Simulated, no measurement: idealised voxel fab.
voxel capacitor over wiring: a process module
FYI the section here is cut, 270 nm wide, cells are 5 nm squares.
A cross-section is a grid of square cells, given in bands from the top down. A band is one or more rows of cells. Quick guide to a band line: top height, bottom height (nm) up front; then every material left to right with its width in nm. Only one material and it's marked "throughout"? Then it fills the band edge to edge. And "air" just means empty space. Counting heights begins at 0, where everything beneath is, in the wafer as received, one material. The lowest band has no bottom; it goes on downwards, as "0 nm and below" shows. Width: "30->40" (first number = top row, second number = bottom row, same change from row to row of cells). "stayed the same" means the step left every cell of the cross-section as it was. "Voids lacking openings": sealed empty spaces, 8 cells or more, no open way to top, listed width x height at distance, with distance from the left edge and width, height and distance in nm. Post-settings text on a step line: simulator's own remark regarding the step. On any step carrying a mask, the "overlay nm" setting, if present on the step's line, tells how far right of its planned place the mask lay; negative values point to the left.
SET OUT BELOW ARE THE PLANNED STEPS OF THE PROCESS
- 1: RECEIVE (material Si)
- 2: CONFORMAL_DEP (material SiO2; thk nm 15)
- 3: CONFORMAL_DEP (material SiN; thk nm 5)
- 4: DIRECTIONAL_DEP (material SiO2; thk nm 20)
- 5: PATTERN (tone open; mask id METAL_1; material resist; width nm 30; pitch nm 90; thk nm 20; overlay nm 0)
- 6: DIRECTIONAL_ETCH (etch materials SiO2; depth nm 20)
- 7: DIRECTIONAL_ETCH (etch materials SiN; depth nm 5)
- 8: STRIP (etch materials resist)
- 9: CONFORMAL_DEP (material TiN; thk nm 5)
- 10: FILL_DEP (material Ru; thk nm 10)
- 11: CMP (height nm 40)
- 12: EPI (material Ru; thk nm 5)
- 13: FILL_DEP (material SiCN; thk nm 5)
- 14: DIRECTIONAL_DEP (material lowk; thk nm 15)
- 15: DIRECTIONAL_DEP (material aC; thk nm 10)
- 16: PATTERN (tone open; mask id PLUG_1; material resist; width nm 15; thk nm 25; overlay nm 0)
- 17: DIRECTIONAL_ETCH (etch materials aC; depth nm 10)
- 18: STRIP (etch materials resist)
- 19: DIRECTIONAL_ETCH (etch materials lowk; depth nm 15)
- 20: DIRECTIONAL_ETCH (etch materials SiCN; depth nm 5)
- 21: STRIP (etch materials aC)
- 22: CONFORMAL_DEP (material TiN; thk nm 5)
- 23: FILL_DEP (material Cu; thk nm 5)
- 24: CMP (height nm 65)
- 25: DIRECTIONAL_DEP (material TiN; thk nm 5)
- 26: DIRECTIONAL_DEP (material Al2O3; thk nm 5)
- 27: DIRECTIONAL_DEP (material TiN; thk nm 10)
- 28: DIRECTIONAL_DEP (material aC; thk nm 15)
- 29: PATTERN (tone cover; mask id UPPER_PLATE; material resist; width nm 65; thk nm 35; overlay nm 0)
- 30: DIRECTIONAL_ETCH (etch materials aC; depth nm 15)
- 31: STRIP (etch materials resist)
- 32: DIRECTIONAL_ETCH (etch materials TiN; depth nm 10)
- 33: DIRECTIONAL_ETCH (etch materials Al2O3; depth nm 5)
- 34: STRIP (etch materials aC)
- 35: PATTERN (tone cover; mask id LOWER_PLATE; material resist; width nm 75; thk nm 20; overlay nm 0)
- 36: DIRECTIONAL_ETCH (etch materials TiN; depth nm 5)
- 37: STRIP (etch materials resist)
- 38: FILL_DEP (material SiO2; thk nm 15)
- 39: CMP (height nm 95)
- 40: MASKED_ETCH (tone open; mask id PLUG_2; width nm 15; etch materials SiO2; depth nm 10; overlay nm 0)
- 41: CONFORMAL_DEP (material TiN; thk nm 5)
- 42: FILL_DEP (material Cu; thk nm 10)
- 43: CMP (height nm 95)
- 44: CONFORMAL_DEP (material SiCN; thk nm 5)
DELIVERED WAFER IN CROSS-SECTION: STATE AFTER STEP 1
0 nm and below | Si throughout
Voids lacking openings: none
CROSS-SECTIONAL RESULT AFTER MODULE COMPLETION. NOTE: STARTING CONDITION AND PLAN ARE UNCHANGED FROM ABOVE; ONE PROCESSING MISTAKE WAS MADE
100 nm to 95 nm | SiCN throughout
95 nm to 90 nm | SiO2: 100 | TiN: 5 | Cu: 5 | TiN: 5 | SiO2: 155
90 nm to 85 nm | SiO2: 100 | TiN: 15 | SiO2: 155
85 nm to 75 nm | SiO2: 90 | TiN: 65 | SiO2: 115
75 nm to 70 nm | SiO2: 90 | Al2O3: 65 | SiO2: 115
70 nm to 65 nm | SiO2: 85 | TiN: 75 | SiO2: 110
65 nm to 50 nm | lowk: 90 | TiN: 5 | Cu: 5 | TiN: 5 | lowk: 165
50 nm to 45 nm | SiCN: 90 | TiN: 15 | SiCN: 165
45 nm to 40 nm | SiCN: 70 | Ru: 40 | SiCN: 50 | Ru: 40 | SiCN: 70
40 nm to 25 nm | SiO2: 75 | TiN: 5 | Ru: 20 | TiN: 5 | SiO2: 60 | TiN: 5 | Ru: 20 | TiN: 5 | SiO2: 75
25 nm to 20 nm | SiO2: 75 | TiN: 30 | SiO2: 60 | TiN: 30 | SiO2: 75
20 nm to 0 nm | SiO2 throughout
0 nm and below | Si throughout
Voids lacking openings: none
Deviation noted in wafer processing: step 3 was not run as planned; what actually ran was CONFORMAL_DEP (material SiO2; thk nm 5)
